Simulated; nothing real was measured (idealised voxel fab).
Documented hereafter: the process module known as voxel transistor to metal.
In the cross-section labelled cut, the width is 170 nm and each square cell is 5 nm.
Cross-section format: a grid of square cells, given as bands from top to bottom; each band is one or more rows of cells.
Band entry format. Leading values: height of top, height of bottom, nm. Remainder: materials in left-to-right order, each with its width in nm. Special words: "everywhere" on a single material, which then fills the band edge to edge; "empty", empty space.
Height is counted from the level 0, under which the received wafer is composed throughout of one material. The lowest of the bands is not closed at the bottom but continues downward, in the notation "0 nm and below".
The width entry "30 to 40" should be interpreted row by row: the top row of cells in the band takes the first number, the bottom row takes the second number, and the change between adjacent rows is uniform throughout.
"changes: none" (step): cross-section cells unchanged, all of them.
Listed in "Closed internal voids": every empty space of 8 or more cells without an open way to the top. Form: width x height at distance, the distance being from the left edge, all in nm.
What comes after the settings on a step's line is commentary from the simulator itself on that step.
The "overlay nm" setting may appear on a step's line; for a step that uses a mask, it gives how far to the right of its planned position the mask lay, and a negative value indicates the left.
From here on the document is pairs. In a pair, the cross-section before one process step comes with the cross-section after it, and the latter goes no deeper than the lowest band that changed. What lies in between, the step and its settings, is written under the pair. A pair may be from a different run of this module on the same starting wafer than the pair above it, so it continues from that pair only where its entry headed "Incoming structure" says so.

Incoming structure:
* 0 nm and below = Si everywhere
* Closed internal voids: none

Result of Step:
* 5 nm to 0 nm = SiO2 everywhere
* Everything under 0 stays put, no change at all.
* Closed internal voids: none
The two cross-sections above are separated by a single process step, namely CONFORMAL_DEP with material SiO2, thk nm 5

Incoming structure: The cross-section prior to this step is the one presented after the step of the pair immediately above.

Result of Step:
* 15 nm to 5 nm = SiN everywhere
* Everything under 5 stays put, no change at all.
* Closed internal voids: none
The two cross-sections above are separated by a single process step, namely CONFORMAL_DEP with material SiN, thk nm 10

Incoming structure: The cross-section prior to this step is the one presented after the step of the pair immediately above.

Result of Step:
* 25 nm to 15 nm = aC everywhere
* Everything under 15 stays put, no change at all.
* Closed internal voids: none
The two cross-sections above are separated by a single process step, namely DIRECTIONAL_DEP with material aC, thk nm 10

Incoming structure: The cross-section prior to this step is the one presented after the step of the pair immediately above.

Result of Step:
* 50 nm to 25 nm = empty: 30 | resist: 110 | empty: 30
* Everything under 25 stays put, no change at all.
* Closed internal voids: none
The two cross-sections above are separated by a single process step, namely PATTERN with tone cover, mask id ACTIVE, material resist, width nm 110, thk nm 25, overlay nm 0

Incoming structure: The cross-section prior to this step is the one presented after the step of the pair immediately above.

Result of Step:
* 40 nm to 25 nm = empty: 30 | resist: 110 | empty: 30
* 25 nm to 15 nm = empty: 30 | aC: 110 | empty: 30
* Everything under 15 stays put, no change at all.
* Closed internal voids: none
The two cross-sections above are separated by a single process step, namely DIRECTIONAL_ETCH with etch materials aC, depth nm 10

Incoming structure: The cross-section prior to this step is the one presented after the step of the pair immediately above.

Result of Step:
* 25 nm to 15 nm = empty: 30 | aC: 110 | empty: 30
* Everything under 15 stays put, no change at all.
* Closed internal voids: none
The two cross-sections above are separated by a single process step, namely STRIP with etch materials resist

Incoming structure: The cross-section prior to this step is the one presented after the step of the pair immediately above.

Result of Step:
* 25 nm to 15 nm = empty: 30 | aC: 110 | empty: 30
* 15 nm to 5 nm = empty: 30 | SiN: 110 | empty: 30
* Everything under 5 stays put, no change at all.
* Closed internal voids: none
The two cross-sections above are separated by a single process step, namely DIRECTIONAL_ETCH with etch materials SiN, depth nm 10

Incoming structure: The cross-section prior to this step is the one presented after the step of the pair immediately above.

Result of Step:
* 25 nm to 15 nm = empty: 30 | aC: 110 | empty: 30
* 15 nm to 5 nm = empty: 30 | SiN: 110 | empty: 30
* 5 nm to 0 nm = empty: 30 | SiO2: 110 | empty: 30
* Everything under 0 stays put, no change at all.
* Closed internal voids: none
The two cross-sections above are separated by a single process step, namely DIRECTIONAL_ETCH with etch materials SiO2, depth nm 5

Incoming structure: The cross-section prior to this step is the one presented after the step of the pair immediately above.

Result of Step:
* 25 nm to 15 nm = empty: 30 | aC: 110 | empty: 30
* 15 nm to 5 nm = empty: 30 | SiN: 110 | empty: 30
* 5 nm to 0 nm = empty: 30 | SiO2: 110 | empty: 30
* 0 nm to -20 nm = empty: 30 | Si: 110 | empty: 30
* Everything under -20 stays put, no change at all.
* Closed internal voids: none
The two cross-sections above are separated by a single process step, namely DIRECTIONAL_ETCH with etch materials Si, depth nm 20

Incoming structure: The cross-section prior to this step is the one presented after the step of the pair immediately above.

Result of Step:
* 15 nm to 5 nm = empty: 30 | SiN: 110 | empty: 30
* Everything under 5 stays put, no change at all.
* Closed internal voids: none
The two cross-sections above are separated by a single process step, namely STRIP with etch materials aC

Incoming structure: The cross-section prior to this step is the one presented after the step of the pair immediately above.

Result of Step:
* 30 nm to 15 nm = SiO2 everywhere
* 15 nm to 5 nm = SiO2: 30 | SiN: 110 | SiO2: 30
* 5 nm to 0 nm = SiO2 everywhere
* 0 nm to -20 nm = SiO2: 30 | Si: 110 | SiO2: 30
* Everything under -20 stays put, no change at all.
* Closed internal voids: none
The two cross-sections above are separated by a single process step, namely FILL_DEP with material SiO2, thk nm 15

Incoming structure: The cross-section prior to this step is the one presented after the step of the pair immediately above.

Result of Step:
* 15 nm to 5 nm = SiO2: 30 | SiN: 110 | SiO2: 30
* Everything under 5 stays put, no change at all.
* Closed internal voids: none
The two cross-sections above are separated by a single process step, namely CMP with height nm 15

Incoming structure: The cross-section prior to this step is the one presented after the step of the pair immediately above.

Result of Step:
* 15 nm to 10 nm = empty: 30 | SiN: 110 | empty: 30
* Everything under 10 stays put, no change at all.
* Closed internal voids: none
The two cross-sections above are separated by a single process step, namely SELECTIVE_ETCH with etch materials SiO2, depth nm 5

Incoming structure: The cross-section prior to this step is the one presented after the step of the pair immediately above.

Result of Step:
* 10 nm to 5 nm = SiO2: 30 | empty: 110 | SiO2: 30
* Everything under 5 stays put, no change at all.
* Closed internal voids: none
The two cross-sections above are separated by a single process step, namely STRIP with etch materials SiN

Incoming structure: The cross-section prior to this step is the one presented after the step of the pair immediately above.

Result of Step:
* 5 nm to 0 nm = SiO2: 25 | empty: 120 | SiO2: 25
* Everything under 0 stays put, no change at all.
* Closed internal voids: none
The two cross-sections above are separated by a single process step, namely SELECTIVE_ETCH with etch materials SiO2, depth nm 5

Incoming structure: The cross-section prior to this step is the one presented after the step of the pair immediately above.

Result of Step:
* 5 nm to 0 nm = SiO2: 25 | empty: 120 | SiO2: 25
* 0 nm to -5 nm = SiO2 everywhere
* Everything under -5 stays put, no change at all.
* Closed internal voids: none
The two cross-sections above are separated by a single process step, namely OXIDIZE with depth nm 5

Incoming structure: The cross-section prior to this step is the one presented after the step of the pair immediately above.

Result of Step:
* 35 nm to 30 nm = polySi: 25 | empty: 120 | polySi: 25
* 30 nm to 5 nm = polySi everywhere
* 5 nm to 0 nm = SiO2: 25 | polySi: 120 | SiO2: 25
* Everything under 0 stays put, no change at all.
* Closed internal voids: none
The two cross-sections above are separated by a single process step, namely DIRECTIONAL_DEP with material polySi, thk nm 30

Incoming structure: The cross-section prior to this step is the one presented after the step of the pair immediately above.

Result of Step:
* 50 nm to 45 nm = SiCN: 25 | empty: 120 | SiCN: 25
* 45 nm to 35 nm = SiCN everywhere
* 35 nm to 30 nm = polySi: 25 | SiCN: 120 | polySi: 25
* Everything under 30 stays put, no change at all.
* Closed internal voids: none
The two cross-sections above are separated by a single process step, namely DIRECTIONAL_DEP with material SiCN, thk nm 15

Incoming structure: The cross-section prior to this step is the one presented after the step of the pair immediately above.

Result of Step:
* 45 nm to 35 nm = empty: 70 | SiCN: 30 | empty: 70
* 35 nm to 30 nm = polySi: 25 | empty: 45 | SiCN: 30 | empty: 45 | polySi: 25
* Everything under 30 stays put, no change at all.
* Closed internal voids: none
The two cross-sections above are separated by a single process step, namely MASKED_ETCH with tone cover, mask id GATE, width nm 30, etch materials SiCN, depth nm 25, overlay nm 0

Incoming structure: The cross-section prior to this step is the one presented after the step of the pair immediately above.

Result of Step:
* 45 nm to 30 nm = empty: 70 | SiCN: 30 | empty: 70
* 30 nm to 5 nm = empty: 70 | polySi: 30 | empty: 70
* 5 nm to 0 nm = SiO2: 25 | empty: 45 | polySi: 30 | empty: 45 | SiO2: 25
* Everything under 0 stays put, no change at all.
* Closed internal voids: none
The two cross-sections above are separated by a single process step, namely MASKED_ETCH with tone cover, mask id GATE, width nm 30, etch materials polySi, depth nm 40, overlay nm 0

Incoming structure: The cross-section prior to this step is the one presented after the step of the pair immediately above.

Result of Step:
* 50 nm to 45 nm = empty: 65 | SiN: 40 | empty: 65
* 45 nm to 30 nm = empty: 65 | SiN: 5 | SiCN: 30 | SiN: 5 | empty: 65
* 30 nm to 10 nm = empty: 65 | SiN: 5 | polySi: 30 | SiN: 5 | empty: 65
* 10 nm to 5 nm = SiN: 30 | empty: 35 | SiN: 5 | polySi: 30 | SiN: 5 | empty: 35 | SiN: 30
* 5 nm to 0 nm = SiO2: 25 | SiN: 45 | polySi: 30 | SiN: 45 | SiO2: 25
* Everything under 0 stays put, no change at all.
* Closed internal voids: none
The two cross-sections above are separated by a single process step, namely CONFORMAL_DEP with material SiN, thk nm 5

Incoming structure: The cross-section prior to this step is the one presented after the step of the pair immediately above.

Result of Step:
* 45 nm to 30 nm = empty: 65 | SiN: 5 | SiCN: 30 | SiN: 5 | empty: 65
* 30 nm to 5 nm = empty: 65 | SiN: 5 | polySi: 30 | SiN: 5 | empty: 65
* 5 nm to 0 nm = SiO2: 25 | SiN: 5 | empty: 35 | SiN: 5 | polySi: 30 | SiN: 5 | empty: 35 | SiN: 5 | SiO2: 25
* Everything under 0 stays put, no change at all.
* Closed internal voids: none
The two cross-sections above are separated by a single process step, namely DIRECTIONAL_ETCH with etch materials SiN, depth nm 5

Incoming structure: The cross-section prior to this step is the one presented after the step of the pair immediately above.

Result of Step:
* 45 nm to 30 nm = empty: 65 | SiN: 5 | SiCN: 30 | SiN: 5 | empty: 65
* 30 nm to 5 nm = empty: 65 | SiN: 5 | polySi: 30 | SiN: 5 | empty: 65
* 5 nm to 0 nm = empty: 25 | SiN: 5 | empty: 35 | SiN: 5 | polySi: 30 | SiN: 5 | empty: 35 | SiN: 5 | empty: 25
* 0 nm to -5 nm = SiO2: 30 | empty: 35 | SiO2: 40 | empty: 35 | SiO2: 30
* Everything under -5 stays put, no change at all.
* Closed internal voids: none
The two cross-sections above are separated by a single process step, namely DIRECTIONAL_ETCH with etch materials SiO2, depth nm 5

Incoming structure: The cross-section prior to this step is the one presented after the step of the pair immediately above.

Result of Step:
* 45 nm to 30 nm = empty: 65 | SiN: 5 | SiCN: 30 | SiN: 5 | empty: 65
* 30 nm to 5 nm = empty: 65 | SiN: 5 | polySi: 30 | SiN: 5 | empty: 65
* 5 nm to 0 nm = empty: 25 | SiN: 5 | empty: 35 | SiN: 5 | polySi: 30 | SiN: 5 | empty: 35 | SiN: 5 | empty: 25
* 0 nm to -5 nm = SiO2: 30 | empty: 35 | SiO2: 40 | empty: 35 | SiO2: 30
* -5 nm to -20 nm = SiO2: 30 | empty: 35 | Si: 40 | empty: 35 | SiO2: 30
* Everything under -20 stays put, no change at all.
* Closed internal voids: none
The two cross-sections above are separated by a single process step, namely DIRECTIONAL_ETCH with etch materials Si, depth nm 15

Incoming structure: The cross-section prior to this step is the one presented after the step of the pair immediately above.

Result of Step:
* 45 nm to 30 nm = empty: 65 | SiN: 5 | SiCN: 30 | SiN: 5 | empty: 65
* 30 nm to 10 nm = empty: 65 | SiN: 5 | polySi: 30 | SiN: 5 | empty: 65
* 10 nm to 5 nm = empty: 50 | pSi: 15 | SiN: 5 | polySi: 30 | SiN: 5 | pSi: 15 | empty: 50
* 5 nm to 0 nm = empty: 25 | SiN: 5 | empty: 20 | pSi: 15 | SiN: 5 | polySi: 30 | SiN: 5 | pSi: 15 | empty: 20 | SiN: 5 | empty: 25
* 0 nm to -5 nm = SiO2: 30 | empty: 20 | pSi: 15 | SiO2: 40 | pSi: 15 | empty: 20 | SiO2: 30
* -5 nm to -20 nm = SiO2: 30 | pSi: 35 | Si: 40 | pSi: 35 | SiO2: 30
* Everything under -20 stays put, no change at all.
* Closed internal voids: none
The two cross-sections above are separated by a single process step, namely EPI with material pSi, thk nm 15

Incoming structure: The cross-section prior to this step is the one presented after the step of the pair immediately above.

Result of Step:
* 55 nm to 45 nm = SiO2 everywhere
* 45 nm to 30 nm = SiO2: 65 | SiN: 5 | SiCN: 30 | SiN: 5 | SiO2: 65
* 30 nm to 10 nm = SiO2: 65 | SiN: 5 | polySi: 30 | SiN: 5 | SiO2: 65
* 10 nm to 5 nm = SiO2: 50 | pSi: 15 | SiN: 5 | polySi: 30 | SiN: 5 | pSi: 15 | SiO2: 50
* 5 nm to 0 nm = SiO2: 25 | SiN: 5 | SiO2: 20 | pSi: 15 | SiN: 5 | polySi: 30 | SiN: 5 | pSi: 15 | SiO2: 20 | SiN: 5 | SiO2: 25
* 0 nm to -5 nm = SiO2: 50 | pSi: 15 | SiO2: 40 | pSi: 15 | SiO2: 50
* Everything under -5 stays put, no change at all.
* Closed internal voids: none
The two cross-sections above are separated by a single process step, namely FILL_DEP with material SiO2, thk nm 10

Incoming structure: The cross-section prior to this step is the one presented after the step of the pair immediately above.

Result of Step:
* 30 nm to 10 nm = SiO2: 65 | SiN: 5 | polySi: 30 | SiN: 5 | SiO2: 65
* Everything under 10 stays put, no change at all.
* Closed internal voids: none
The two cross-sections above are separated by a single process step, namely CMP with height nm 30

Incoming structure: The cross-section prior to this step is the one presented after the step of the pair immediately above.

Result of Step:
* 30 nm to 10 nm = SiO2: 65 | SiN: 5 | empty: 30 | SiN: 5 | SiO2: 65
* 10 nm to 5 nm = SiO2: 50 | pSi: 15 | SiN: 5 | empty: 30 | SiN: 5 | pSi: 15 | SiO2: 50
* 5 nm to 0 nm = SiO2: 25 | SiN: 5 | SiO2: 20 | pSi: 15 | SiN: 5 | empty: 30 | SiN: 5 | pSi: 15 | SiO2: 20 | SiN: 5 | SiO2: 25
* Everything under 0 stays put, no change at all.
* Closed internal voids: none
The two cross-sections above are separated by a single process step, namely STRIP with etch materials polySi

Incoming structure: The cross-section prior to this step is the one presented after the step of the pair immediately above.

Result of Step:
* 30 nm to 25 nm = empty: 65 | SiN: 5 | empty: 30 | SiN: 5 | empty: 65
* 25 nm to 10 nm = SiO2: 65 | SiN: 5 | empty: 30 | SiN: 5 | SiO2: 65
* 10 nm to 5 nm = SiO2: 50 | pSi: 15 | SiN: 5 | empty: 30 | SiN: 5 | pSi: 15 | SiO2: 50
* 5 nm to 0 nm = SiO2: 25 | SiN: 5 | SiO2: 20 | pSi: 15 | SiN: 5 | empty: 30 | SiN: 5 | pSi: 15 | SiO2: 20 | SiN: 5 | SiO2: 25
* 0 nm to -5 nm = SiO2: 50 | pSi: 15 | empty: 40 | pSi: 15 | SiO2: 50
* Everything under -5 stays put, no change at all.
* Closed internal voids: none
The two cross-sections above are separated by a single process step, namely SELECTIVE_ETCH with etch materials SiO2, depth nm 5

Incoming structure: The cross-section prior to this step is the one presented after the step of the pair immediately above.

Result of Step:
* 35 nm to 30 nm = empty: 60 | HfO2: 15 | empty: 20 | HfO2: 15 | empty: 60
* 30 nm to 25 nm = HfO2: 65 | SiN: 5 | HfO2: 5 | empty: 20 | HfO2: 5 | SiN: 5 | HfO2: 65
* 25 nm to 10 nm = SiO2: 65 | SiN: 5 | HfO2: 5 | empty: 20 | HfO2: 5 | SiN: 5 | SiO2: 65
* 10 nm to 5 nm = SiO2: 50 | pSi: 15 | SiN: 5 | HfO2: 5 | empty: 20 | HfO2: 5 | SiN: 5 | pSi: 15 | SiO2: 50
* 5 nm to 0 nm = SiO2: 25 | SiN: 5 | SiO2: 20 | pSi: 15 | SiN: 5 | HfO2: 5 | empty: 20 | HfO2: 5 | SiN: 5 | pSi: 15 | SiO2: 20 | SiN: 5 | SiO2: 25
* 0 nm to -5 nm = SiO2: 50 | pSi: 15 | HfO2: 40 | pSi: 15 | SiO2: 50
* Everything under -5 stays put, no change at all.
* Closed internal voids: none
The two cross-sections above are separated by a single process step, namely CONFORMAL_DEP with material HfO2, thk nm 5

Incoming structure: The cross-section prior to this step is the one presented after the step of the pair immediately above.

Result of Step:
* 40 nm to 35 nm = empty: 55 | TiN: 25 | empty: 10 | TiN: 25 | empty: 55
* 35 nm to 30 nm = TiN: 60 | HfO2: 15 | TiN: 5 | empty: 10 | TiN: 5 | HfO2: 15 | TiN: 60
* 30 nm to 25 nm = HfO2: 65 | SiN: 5 | HfO2: 5 | TiN: 5 | empty: 10 | TiN: 5 | HfO2: 5 | SiN: 5 | HfO2: 65
* 25 nm to 10 nm = SiO2: 65 | SiN: 5 | HfO2: 5 | TiN: 5 | empty: 10 | TiN: 5 | HfO2: 5 | SiN: 5 | SiO2: 65
* 10 nm to 5 nm = SiO2: 50 | pSi: 15 | SiN: 5 | HfO2: 5 | TiN: 5 | empty: 10 | TiN: 5 | HfO2: 5 | SiN: 5 | pSi: 15 | SiO2: 50
* 5 nm to 0 nm = SiO2: 25 | SiN: 5 | SiO2: 20 | pSi: 15 | SiN: 5 | HfO2: 5 | TiN: 20 | HfO2: 5 | SiN: 5 | pSi: 15 | SiO2: 20 | SiN: 5 | SiO2: 25
* Everything under 0 stays put, no change at all.
* Closed internal voids: none
The two cross-sections above are separated by a single process step, namely CONFORMAL_DEP with material TiN, thk nm 5

Incoming structure: The cross-section prior to this step is the one presented after the step of the pair immediately above.

Result of Step:
* 45 nm to 40 nm = W everywhere
* 40 nm to 35 nm = W: 55 | TiN: 25 | W: 10 | TiN: 25 | W: 55
* 35 nm to 30 nm = TiN: 60 | HfO2: 15 | TiN: 5 | W: 10 | TiN: 5 | HfO2: 15 | TiN: 60
* 30 nm to 25 nm = HfO2: 65 | SiN: 5 | HfO2: 5 | TiN: 5 | W: 10 | TiN: 5 | HfO2: 5 | SiN: 5 | HfO2: 65
* 25 nm to 10 nm = SiO2: 65 | SiN: 5 | HfO2: 5 | TiN: 5 | W: 10 | TiN: 5 | HfO2: 5 | SiN: 5 | SiO2: 65
* 10 nm to 5 nm = SiO2: 50 | pSi: 15 | SiN: 5 | HfO2: 5 | TiN: 5 | W: 10 | TiN: 5 | HfO2: 5 | SiN: 5 | pSi: 15 | SiO2: 50
* Everything under 5 stays put, no change at all.
* Closed internal voids: none
The two cross-sections above are separated by a single process step, namely FILL_DEP with material W, thk nm 5

Incoming structure: The cross-section prior to this step is the one presented after the step of the pair immediately above.

Result of Step:
* 25 nm to 10 nm = SiO2: 65 | SiN: 5 | HfO2: 5 | TiN: 5 | W: 10 | TiN: 5 | HfO2: 5 | SiN: 5 | SiO2: 65
* Everything under 10 stays put, no change at all.
* Closed internal voids: none
The two cross-sections above are separated by a single process step, namely CMP with height nm 25

Incoming structure: The cross-section prior to this step is the one presented after the step of the pair immediately above.

Result of Step:
* 35 nm to 25 nm = SiO2 everywhere
* Everything under 25 stays put, no change at all.
* Closed internal voids: none
The two cross-sections above are separated by a single process step, namely DIRECTIONAL_DEP with material SiO2, thk nm 10

Incoming structure: The cross-section prior to this step is the one presented after the step of the pair immediately above.

Result of Step:
* 55 nm to 35 nm = resist: 40 | empty: 15 | resist: 60 | empty: 15 | resist: 40
* Everything under 35 stays put, no change at all.
* Closed internal voids: none
The two cross-sections above are separated by a single process step, namely PATTERN with tone open, mask id CONTACT, material resist, width nm 15, pitch nm 75, thk nm 20, overlay nm 0

Incoming structure: The cross-section prior to this step is the one presented after the step of the pair immediately above.

Result of Step:
* 55 nm to 35 nm = resist: 40 | empty: 15 | resist: 60 | empty: 15 | resist: 40
* 35 nm to 25 nm = SiO2: 40 | empty: 15 | SiO2: 60 | empty: 15 | SiO2: 40
* 25 nm to 10 nm = SiO2: 40 | empty: 15 | SiO2: 10 | SiN: 5 | HfO2: 5 | TiN: 5 | W: 10 | TiN: 5 | HfO2: 5 | SiN: 5 | SiO2: 10 | empty: 15 | SiO2: 40
* 10 nm to 5 nm = SiO2: 40 | empty: 10 | pSi: 15 | SiN: 5 | HfO2: 5 | TiN: 5 | W: 10 | TiN: 5 | HfO2: 5 | SiN: 5 | pSi: 15 | empty: 10 | SiO2: 40
* 5 nm to 0 nm = SiO2: 25 | SiN: 5 | SiO2: 10 | empty: 10 | pSi: 15 | SiN: 5 | HfO2: 5 | TiN: 20 | HfO2: 5 | SiN: 5 | pSi: 15 | empty: 10 | SiO2: 10 | SiN: 5 | SiO2: 25
* 0 nm to -5 nm = SiO2: 40 | empty: 10 | pSi: 15 | HfO2: 40 | pSi: 15 | empty: 10 | SiO2: 40
* Everything under -5 stays put, no change at all.
* Closed internal voids: none
The two cross-sections above are separated by a single process step, namely DIRECTIONAL_ETCH with etch materials SiO2, depth nm 40

Incoming structure: The cross-section prior to this step is the one presented after the step of the pair immediately above.

Result of Step:
* 35 nm to 25 nm = SiO2: 40 | empty: 15 | SiO2: 60 | empty: 15 | SiO2: 40
* Everything under 25 stays put, no change at all.
* Closed internal voids: none
The two cross-sections above are separated by a single process step, namely STRIP with etch materials resist

Incoming structure: The cross-section prior to this step is the one presented after the step of the pair immediately above.

Result of Step:
* 40 nm to 35 nm = TiN: 45 | empty: 5 | TiN: 70 | empty: 5 | TiN: 45
* 35 nm to 25 nm = SiO2: 40 | TiN: 5 | empty: 5 | TiN: 5 | SiO2: 60 | TiN: 5 | empty: 5 | TiN: 5 | SiO2: 40
* 25 nm to 15 nm = SiO2: 40 | TiN: 5 | empty: 5 | TiN: 5 | SiO2: 10 | SiN: 5 | HfO2: 5 | TiN: 5 | W: 10 | TiN: 5 | HfO2: 5 | SiN: 5 | SiO2: 10 | TiN: 5 | empty: 5 | TiN: 5 | SiO2: 40
* 15 nm to 10 nm = SiO2: 40 | TiN: 15 | SiO2: 10 | SiN: 5 | HfO2: 5 | TiN: 5 | W: 10 | TiN: 5 | HfO2: 5 | SiN: 5 | SiO2: 10 | TiN: 15 | SiO2: 40
* 10 nm to 5 nm = SiO2: 40 | TiN: 10 | pSi: 15 | SiN: 5 | HfO2: 5 | TiN: 5 | W: 10 | TiN: 5 | HfO2: 5 | SiN: 5 | pSi: 15 | TiN: 10 | SiO2: 40
* 5 nm to 0 nm = SiO2: 25 | SiN: 5 | SiO2: 10 | TiN: 10 | pSi: 15 | SiN: 5 | HfO2: 5 | TiN: 20 | HfO2: 5 | SiN: 5 | pSi: 15 | TiN: 10 | SiO2: 10 | SiN: 5 | SiO2: 25
* 0 nm to -5 nm = SiO2: 40 | TiN: 10 | pSi: 15 | HfO2: 40 | pSi: 15 | TiN: 10 | SiO2: 40
* Everything under -5 stays put, no change at all.
* Closed internal voids: none
The two cross-sections above are separated by a single process step, namely CONFORMAL_DEP with material TiN, thk nm 5

Incoming structure: The cross-section prior to this step is the one presented after the step of the pair immediately above.

Result of Step:
* 50 nm to 40 nm = Ru everywhere
* 40 nm to 35 nm = TiN: 45 | Ru: 5 | TiN: 70 | Ru: 5 | TiN: 45
* 35 nm to 25 nm = SiO2: 40 | TiN: 5 | Ru: 5 | TiN: 5 | SiO2: 60 | TiN: 5 | Ru: 5 | TiN: 5 | SiO2: 40
* 25 nm to 15 nm = SiO2: 40 | TiN: 5 | Ru: 5 | TiN: 5 | SiO2: 10 | SiN: 5 | HfO2: 5 | TiN: 5 | W: 10 | TiN: 5 | HfO2: 5 | SiN: 5 | SiO2: 10 | TiN: 5 | Ru: 5 | TiN: 5 | SiO2: 40
* Everything under 15 stays put, no change at all.
* Closed internal voids: none
The two cross-sections above are separated by a single process step, namely FILL_DEP with material Ru, thk nm 10

Incoming structure: The cross-section prior to this step is the one presented after the step of the pair immediately above.

Result of Step:
* 35 nm to 25 nm = SiO2: 40 | TiN: 5 | Ru: 5 | TiN: 5 | SiO2: 60 | TiN: 5 | Ru: 5 | TiN: 5 | SiO2: 40
* Everything under 25 stays put, no change at all.
* Closed internal voids: none
The two cross-sections above are separated by a single process step, namely CMP with height nm 35

Incoming structure: The cross-section prior to this step is the one presented after the step of the pair immediately above.

Result of Step:
* 40 nm to 35 nm = TiN everywhere
* Everything under 35 stays put, no change at all.
* Closed internal voids: none
The two cross-sections above are separated by a single process step, namely DIRECTIONAL_DEP with material TiN, thk nm 5

Incoming structure: The cross-section prior to this step is the one presented after the step of the pair immediately above.

Result of Step:
* 65 nm to 40 nm = W everywhere
* Everything under 40 stays put, no change at all.
* Closed internal voids: none
The two cross-sections above are separated by a single process step, namely DIRECTIONAL_DEP with material W, thk nm 25

Incoming structure: The cross-section prior to this step is the one presented after the step of the pair immediately above.

Result of Step:
* 80 nm to 65 nm = aC everywhere
* Everything under 65 stays put, no change at all.
* Closed internal voids: none
The two cross-sections above are separated by a single process step, namely DIRECTIONAL_DEP with material aC, thk nm 15

Incoming structure: The cross-section prior to this step is the one presented after the step of the pair immediately above.

Result of Step:
* 110 nm to 80 nm = empty: 40 | resist: 15 | empty: 60 | resist: 15 | empty: 40
* Everything under 80 stays put, no change at all.
* Closed internal voids: none
The two cross-sections above are separated by a single process step, namely PATTERN with tone cover, mask id METAL_1, material resist, width nm 15, pitch nm 75, thk nm 30, overlay nm 0

Incoming structure: The cross-section prior to this step is the one presented after the step of the pair immediately above.

Result of Step:
* 95 nm to 80 nm = empty: 40 | resist: 15 | empty: 60 | resist: 15 | empty: 40
* 80 nm to 65 nm = empty: 40 | aC: 15 | empty: 60 | aC: 15 | empty: 40
* Everything under 65 stays put, no change at all.
* Closed internal voids: none
The two cross-sections above are separated by a single process step, namely DIRECTIONAL_ETCH with etch materials aC, depth nm 15

Incoming structure: The cross-section prior to this step is the one presented after the step of the pair immediately above.

Result of Step:
* 80 nm to 65 nm = empty: 40 | aC: 15 | empty: 60 | aC: 15 | empty: 40
* Everything under 65 stays put, no change at all.
* Closed internal voids: none
The two cross-sections above are separated by a single process step, namely STRIP with etch materials resist

Incoming structure: The cross-section prior to this step is the one presented after the step of the pair immediately above.

Result of Step:
* 80 nm to 65 nm = empty: 40 | aC: 15 | empty: 60 | aC: 15 | empty: 40
* 65 nm to 40 nm = empty: 40 | W: 15 | empty: 60 | W: 15 | empty: 40
* Everything under 40 stays put, no change at all.
* Closed internal voids: none
The two cross-sections above are separated by a single process step, namely DIRECTIONAL_ETCH with etch materials W, depth nm 25

Incoming structure: The cross-section prior to this step is the one presented after the step of the pair immediately above.

Result of Step:
* 80 nm to 65 nm = empty: 40 | aC: 15 | empty: 60 | aC: 15 | empty: 40
* 65 nm to 40 nm = empty: 40 | W: 15 | empty: 60 | W: 15 | empty: 40
* 40 nm to 35 nm = empty: 40 | TiN: 15 | empty: 60 | TiN: 15 | empty: 40
* Everything under 35 stays put, no change at all.
* Closed internal voids: none
The two cross-sections above are separated by a single process step, namely DIRECTIONAL_ETCH with etch materials TiN, depth nm 5

Incoming structure: The cross-section prior to this step is the one presented after the step of the pair immediately above.

Result of Step:
* 65 nm to 40 nm = empty: 40 | W: 15 | empty: 60 | W: 15 | empty: 40
* Everything under 40 stays put, no change at all.
* Closed internal voids: none
The two cross-sections above are separated by a single process step, namely STRIP with etch materials aC

Incoming structure: The cross-section prior to this step is the one presented after the step of the pair immediately above.

Result of Step:
* 70 nm to 65 nm = empty: 35 | SiCN: 25 | empty: 50 | SiCN: 25 | empty: 35
* 65 nm to 40 nm = empty: 35 | SiCN: 5 | W: 15 | SiCN: 5 | empty: 50 | SiCN: 5 | W: 15 | SiCN: 5 | empty: 35
* 40 nm to 35 nm = SiCN: 40 | TiN: 15 | SiCN: 60 | TiN: 15 | SiCN: 40
* Everything under 35 stays put, no change at all.
* Closed internal voids: none
The two cross-sections above are separated by a single process step, namely CONFORMAL_DEP with material SiCN, thk nm 5

Incoming structure: The cross-section prior to this step is the one presented after the step of the pair immediately above.

Result of Step:
* 80 nm to 70 nm = lowk everywhere
* 70 nm to 65 nm = lowk: 35 | SiCN: 25 | lowk: 50 | SiCN: 25 | lowk: 35
* 65 nm to 40 nm = lowk: 35 | SiCN: 5 | W: 15 | SiCN: 5 | lowk: 50 | SiCN: 5 | W: 15 | SiCN: 5 | lowk: 35
* Everything under 40 stays put, no change at all.
* Closed internal voids: none
The two cross-sections above are separated by a single process step, namely FILL_DEP with material lowk, thk nm 10

Incoming structure: The cross-section prior to this step is the one presented after the step of the pair immediately above.

Result of Step:
* 65 nm to 40 nm = lowk: 35 | SiCN: 5 | W: 15 | SiCN: 5 | lowk: 50 | SiCN: 5 | W: 15 | SiCN: 5 | lowk: 35
* Everything under 40 stays put, no change at all.
* Closed internal voids: none
The two cross-sections above are separated by a single process step, namely CMP with height nm 65

Incoming structure: The cross-section prior to this step is the one presented after the step of the pair immediately above.

Result of Step:
* 70 nm to 65 nm = SiCN everywhere
* Everything under 65 stays put, no change at all.
* Closed internal voids: none
The two cross-sections above are separated by a single process step, namely CONFORMAL_DEP with material SiCN, thk nm 5

Incoming structure:
* 30 nm to 15 nm = SiO2 everywhere
* 15 nm to 5 nm = SiO2: 30 | SiN: 110 | SiO2: 30
* 5 nm to 0 nm = SiO2 everywhere
* 0 nm to -20 nm = SiO2: 30 | Si: 110 | SiO2: 30
* -20 nm and below = Si everywhere
* Closed internal voids: none

Result of Step:
* 25 nm to 15 nm = SiO2 everywhere
* Everything under 15 stays put, no change at all.
* Closed internal voids: none
The two cross-sections above are separated by a single process step, namely SELECTIVE_ETCH with etch materials SiO2, depth nm 5

Incoming structure: The cross-section prior to this step is the one presented after the step of the pair immediately above.

Result of Step:
* 20 nm to 15 nm = SiO2 everywhere
* Everything under 15 stays put, no change at all.
* Closed internal voids: none
The two cross-sections above are separated by a single process step, namely SELECTIVE_ETCH with etch materials SiO2, depth nm 5

Incoming structure: The cross-section prior to this step is the one presented after the step of the pair immediately above.

Result of Step:
* 50 nm to 20 nm = polySi everywhere
* Everything under 20 stays put, no change at all.
* Closed internal voids: none
The two cross-sections above are separated by a single process step, namely DIRECTIONAL_DEP with material polySi, thk nm 30

Incoming structure: The cross-section prior to this step is the one presented after the step of the pair immediately above.

Result of Step:
* 65 nm to 50 nm = SiCN everywhere
* Everything under 50 stays put, no change at all.
* Closed internal voids: none
The two cross-sections above are separated by a single process step, namely DIRECTIONAL_DEP with material SiCN, thk nm 15
